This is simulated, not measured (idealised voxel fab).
Process module under the name voxel transistor to metal
Displayed cross-section: cut, width of 145 nm, square cells sized 5 nm.
In this document a cross-section is written as a grid of square cells. It is given as a series of bands, listed from the top down, and a band is one or more rows of cells. Top, bottom (nm), then materials left to right with widths (nm); lone material tagged "all across" fills the whole band edge to edge; "empty" = empty space. Counting heights begins at 0, where everything beneath is, in the wafer as received, one material. The lowest band has no bottom; it goes on downwards, as "0 -> down" shows. A width given as "30->40" starts at the first number in the band's top row and ends at the second number in its bottom row, shifting by an equal amount at every step from row to row. Step marked "remained unchanged"? Then no cell in the cross-section changed in it. "Fully sealed cavities" enumerates empty spaces isolated from the top, with no open way to it, that contain at least 8 cells, giving each as width x height at distance from the left edge, all three in nm. Note: text after step settings on the step line = simulator remark on that step. The line of a step may include "overlay nm". On a step with a mask, this value is how far to the right of its planned place the mask lay. A negative value means the mask lay to the left.
**The planned process steps are enumerated hereunder**
1) RECEIVE | material Si
2) OXIDIZE | depth nm 5
3) CONFORMAL_DEP | material SiN | thk nm 15
4) DIRECTIONAL_DEP | material aC | thk nm 10
5) PATTERN | tone cover | mask id ACTIVE | material resist | width nm 100 | thk nm 30 | overlay nm 0
6) DIRECTIONAL_ETCH | etch materials aC | depth nm 10
7) STRIP | etch materials resist
8) DIRECTIONAL_ETCH | etch materials SiN | depth nm 15
9) DIRECTIONAL_ETCH | etch materials SiO2 | depth nm 5
10) DIRECTIONAL_ETCH | etch materials Si | depth nm 25
11) STRIP | etch materials aC
12) FILL_DEP | material SiO2 | thk nm 15
13) CMP | height nm 15
14) SELECTIVE_ETCH | etch materials SiO2 | depth nm 10
15) STRIP | etch materials SiN
16) SELECTIVE_ETCH | etch materials SiO2 | depth nm 5
17) OXIDIZE | depth nm 5
18) DIRECTIONAL_DEP | material polySi | thk nm 20
19) DIRECTIONAL_DEP | material SiCN | thk nm 15
20) PATTERN | tone cover | mask id GATE | material resist | width nm 20 | thk nm 15 | overlay nm 0
21) DIRECTIONAL_ETCH | etch materials SiCN | depth nm 25
22) DIRECTIONAL_ETCH | etch materials polySi | depth nm 30
23) STRIP | etch materials resist
24) CONFORMAL_DEP | material SiO2 | thk nm 5
25) DIRECTIONAL_ETCH | etch materials SiO2 | depth nm 5
26) CONFORMAL_DEP | material SiN | thk nm 5
27) DIRECTIONAL_ETCH | etch materials SiN | depth nm 5
28) DIRECTIONAL_ETCH | etch materials SiO2 | depth nm 5
29) DIRECTIONAL_ETCH | etch materials Si | depth nm 10
30) EPI | material nSi | thk nm 10
31) FILL_DEP | material SiO2 | thk nm 5
32) CMP | height nm 30
33) DIRECTIONAL_DEP | material SiO2 | thk nm 10
34) PATTERN | tone open | mask id CONTACT | material resist | width nm 30 | pitch nm 60 | thk nm 20 | overlay nm 0
35) DIRECTIONAL_ETCH | etch materials SiO2 | depth nm 50
36) STRIP | etch materials resist
37) CONFORMAL_DEP | material TiN | thk nm 5
38) FILL_DEP | material W | thk nm 10
39) CMP | height nm 40
40) CONFORMAL_DEP | material SiCN | thk nm 5
41) DIRECTIONAL_DEP | material lowk | thk nm 15
42) PATTERN | tone open | mask id METAL_1 | material resist | width nm 20 | pitch nm 70 | thk nm 15 | overlay nm 0
43) DIRECTIONAL_ETCH | etch materials lowk | depth nm 15
44) DIRECTIONAL_ETCH | etch materials SiCN | depth nm 5
45) STRIP | etch materials resist
46) CONFORMAL_DEP | material TiN | thk nm 5
47) FILL_DEP | material Cu | thk nm 10
48) CMP | height nm 60
49) CONFORMAL_DEP | material SiCN | thk nm 5
50) DIRECTIONAL_DEP | material SiO2 | thk nm 35
51) DIRECTIONAL_DEP | material aC | thk nm 10
52) PATTERN | tone open | mask id METAL_2_HOLES | material resist | width nm 15 | pitch nm 70 | thk nm 25 | overlay nm 0
53) DIRECTIONAL_ETCH | etch materials aC | depth nm 10
54) STRIP | etch materials resist
55) DIRECTIONAL_ETCH | etch materials SiO2 | depth nm 35
56) STRIP | etch materials aC
57) PATTERN | tone open | mask id METAL_2 | material resist | width nm 20 | pitch nm 70 | thk nm 15 | overlay nm 0
58) DIRECTIONAL_ETCH | etch materials SiO2 | depth nm 20
59) DIRECTIONAL_ETCH | etch materials SiCN | depth nm 5
60) STRIP | etch materials resist
61) CONFORMAL_DEP | material TiN | thk nm 5
62) FILL_DEP | material Cu | thk nm 10
63) CMP | height nm 100
64) CONFORMAL_DEP | material SiN | thk nm 5
**As received (post step 1): cross-section**
    0 -> down  Si all across
    Fully sealed cavities: none
**What the wafer looks like in cross-section after this module, when it starts as shown above and follows the plan above but one mistake is made in running it**
    120 -> 115  SiN all across
    115 -> 105  Cu all across
    105 -> 100  TiN 30 nm / Cu 10 nm / TiN 60 nm / Cu 10 nm / TiN 35 nm
    100 -> 85  SiO2 25 nm / TiN 5 nm / Cu 10 nm / TiN 5 nm / SiO2 50 nm / TiN 5 nm / Cu 10 nm / TiN 5 nm / SiO2 30 nm
    85 -> 80  SiO2 25 nm / TiN 5 nm / Cu 5 nm / TiN 10 nm / SiO2 50 nm / TiN 5 nm / Cu 5 nm / TiN 10 nm / SiO2 30 nm
    80 -> 65  SiO2 25 nm / TiN 5 nm / Cu 5 nm / TiN 5 nm / SiO2 55 nm / TiN 5 nm / Cu 5 nm / TiN 5 nm / SiO2 35 nm
    65 -> 60  SiCN 25 nm / TiN 15 nm / SiCN 55 nm / TiN 15 nm / SiCN 35 nm
    60 -> 45  lowk 25 nm / TiN 5 nm / Cu 10 nm / TiN 5 nm / lowk 50 nm / TiN 5 nm / Cu 10 nm / TiN 5 nm / lowk 30 nm
    45 -> 40  SiCN 25 nm / TiN 20 nm / SiCN 50 nm / TiN 20 nm / SiCN 30 nm
    40 -> 30  SiO2 25 nm / TiN 5 nm / W 20->15 nm / TiN 5->10 nm / SiO2 30 nm / TiN 5->10 nm / W 20->15 nm / TiN 5 nm / SiO2 30 nm
    30 -> 15  SiO2 25 nm / TiN 5 nm / W 15 nm / TiN 5 nm / SiN 5 nm / SiO2 5 nm / SiCN 20 nm / SiO2 5 nm / SiN 5 nm / TiN 5 nm / W 15 nm / TiN 5 nm / SiO2 30 nm
    15 -> 5  SiO2 25 nm / TiN 5 nm / W 15 nm / TiN 5 nm / SiN 5 nm / SiO2 5 nm / polySi 20 nm / SiO2 5 nm / SiN 5 nm / TiN 5 nm / W 15 nm / TiN 5 nm / SiO2 30 nm
    5 -> 0  SiO2 25 nm / TiN 25 nm / SiN 5 nm / SiO2 5 nm / polySi 20 nm / SiO2 5 nm / SiN 5 nm / TiN 25 nm / SiO2 30 nm
    0 -> -5  SiO2 20 nm / SiN 5 nm / nSi 10 nm / TiN 5 nm / nSi 10 nm / SiN 5 nm / SiO2 5 nm / polySi 20 nm / SiO2 5 nm / SiN 5 nm / nSi 10 nm / TiN 5 nm / nSi 10 nm / SiN 5 nm / SiO2 25 nm
    -5 -> -10  SiO2 25 nm / nSi 10 nm / TiN 5 nm / nSi 10 nm / SiO2 40 nm / nSi 10 nm / TiN 5 nm / nSi 10 nm / SiO2 30 nm
    -10 -> -20  SiO2 20 nm / Si 5 nm / nSi 25 nm / Si 40 nm / nSi 25 nm / Si 5 nm / SiO2 25 nm
    -20 -> -30  SiO2 20 nm / Si 100 nm / SiO2 25 nm
    -30 -> down  Si all across
    Fully sealed cavities: none
Which mistake was made when the wafer was run? plan step 63 never ran because it was skipped
